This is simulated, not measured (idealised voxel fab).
Process module name: voxel spacer lines
cross-section cut | 170 nm wide | cells 5 nm
Format of a cross-section: grid, square cells. Given as bands. Order: top down. Band: one or more rows of cells.
Heads up on the band format: heights come first, top then bottom, in nm. After that it's the materials left to right, each with its width in nm. A single material flagged "full width" fills the whole band edge to edge, and "air" means there's empty space there.
Ref level 0: as-received wafer is one material below here. Bottom band extends down with no lower bound ("from 0 down").
A two-number width, for instance "30 to 40", indicates that the width is equal to the first number in the top row of the band and to the second number in the bottom row, and that it changes by a constant amount per row of cells.
You'll sometimes find "all unchanged" written for a step, and that's the way of saying that nowhere in the cross-section did a cell change during that step.
Entry "Enclosed internal cavities" = empty spaces >= 8 cells with no open way to the top; each as width x height at distance, distance from left edge, all nm.
That trailing text on a step's line, after the settings, is the simulator's own remark on the step.
overlay nm: on a step with a mask, how far right of its planned place the mask lay; negative means left.

The steps planned for the process are as follows:
1. RECEIVE (material Si)
2. CONFORMAL_DEP (material Al2O3; thk nm 5)
3. DIRECTIONAL_DEP (material TiN; thk nm 10)
4. DIRECTIONAL_DEP (material polySi; thk nm 25)
5. PATTERN (tone cover; mask id MANDREL; material resist; width nm 15; pitch nm 60; thk nm 35; overlay nm 0)
6. DIRECTIONAL_ETCH (etch materials polySi; depth nm 25)
7. STRIP (etch materials resist)
8. CONFORMAL_DEP (material SiO2; thk nm 15)
9. DIRECTIONAL_ETCH (etch materials SiO2; depth nm 15)
10. STRIP (etch materials polySi)
11. DIRECTIONAL_ETCH (etch materials TiN; depth nm 10)
12. STRIP (etch materials SiO2)
13. FILL_DEP (material lowk; thk nm 5)
14. CMP (height nm 20)
Don't read the plan's thk nm for step 2 as applying to every wafer: that's the first wafer's value, and the wafers differ in it, though they all start identical.

Received condition of the first of several wafers, sectioned: post-step 1:
from 0 down: Si full width
Enclosed internal cavities: none

At the end of the module, after its last step, step 14, the first of several wafers appears in cross-section as follows:
from 20 to 15: lowk full width
from 15 to 5: lowk: 30  TiN: 15  lowk: 15  TiN: 15  lowk: 15  TiN: 15  lowk: 15  TiN: 15  lowk: 35
from 5 to 0: Al2O3 full width
from 0 down: Si full width
Enclosed internal cavities: none

Of the several wafers, the last: cross-section at the end of the module:
from 20 to 0: Al2O3 full width
from 0 down: Si full width
Enclosed internal cavities: none

The rows of the table below are wafers. Looking at the end of the module, a row counts, for every material, the cells the wafer has gained, shown as (+), or lost, shown as (-), since it was received; its closed voids come next:
thk nm 5 | +34 Al2O3 | +24 TiN | +78 lowk | Enclosed internal cavities: none
thk nm 10 | +68 Al2O3 | +24 TiN | +44 lowk | Enclosed internal cavities: none
thk nm 15 | +102 Al2O3 | +12 TiN | +22 lowk | Enclosed internal cavities: none
thk nm 20 | +136 Al2O3 | Enclosed internal cavities: none
thk nm 25 | +136 Al2O3 | Enclosed internal cavities: none
